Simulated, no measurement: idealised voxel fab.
Presented below is a process module, voxel ribs on slabs.
Cross-sectional view cut (width: 275 nm; square cell size: 5 nm).
Reading order for cross-sections: top band down to bottom band. Underlying form: a grid of square cells. Band size: one or more rows of cells.
A band entry consists of two parts. The first gives the height of the band's top and the height of its bottom, in nm. The rest lists the band's materials from left to right, each with its width in nm. A single material labelled with the word "edge to edge" fills the band from edge to edge, and the word "blank" marks empty space.
Heights are measured from 0, the level below which the as-received wafer is all one material; the lowest band has no bottom and continues downward, written as in "from 0 down".
You'd read "30 to 40" like this: the band's top row of cells is as wide as the first number, its bottom row is as wide as the second, and going down, every row changes width by the same amount as the row before did.
Take "nothing altered" at face value: in the step it is given for, the cross-section changed in none of its cells.
Under "Fully sealed cavities" you'll find the enclosed gaps, the ones with no way out to the top, that are 8 cells or bigger; each reads width x height at distance, with distance counted from the left edge, everything in nm.
That trailing text on a step's line, after the settings, is the simulator's own remark on the step.
The "overlay nm" setting may appear on a step's line; for a step that uses a mask, it gives how far to the right of its planned position the mask lay, and a negative value indicates the left.
### This section lists the process steps that were planned
1: RECEIVE, material Si
2: DIRECTIONAL_DEP, material SiO2, thk nm 25
3: DIRECTIONAL_DEP, material SiN, thk nm 25
4: PATTERN, tone cover, mask id RIB, material resist, width nm 25, thk nm 15, overlay nm 0
5: DIRECTIONAL_ETCH, etch materials SiN, depth nm 20
6: STRIP, etch materials resist
7: MASKED_ETCH, tone cover, mask id SLAB, width nm 85, etch materials SiN, depth nm 5, overlay nm 0
8: FILL_DEP, material SiO2, thk nm 25
9: CMP, height nm 70
10: DIRECTIONAL_DEP, material W, thk nm 5
11: MASKED_ETCH, tone cover, mask id HEATER, width nm 35, etch materials W, depth nm 5, overlay nm 0
12: CONFORMAL_DEP, material SiO2, thk nm 10
### Delivered wafer in cross-section: state after step 1
from 0 down  Si edge to edge
Fully sealed cavities: none
### The plan above was carried out on the starting structure above with one mistake, and this cross-section shows the wafer at the end of the module
from 85 to 80  blank (110); SiO2 (55); blank (110)
from 80 to 75  SiO2 edge to edge
from 75 to 70  SiO2 (120); W (35); SiO2 (120)
from 70 to 55  SiO2 (125); SiN (25); SiO2 (125)
from 55 to 50  SiO2 (95); SiN (85); SiO2 (95)
from 50 to 0  SiO2 edge to edge
from 0 down  Si edge to edge
Fully sealed cavities: none
Here's what went sideways: yeah, plan step 2 got run twice
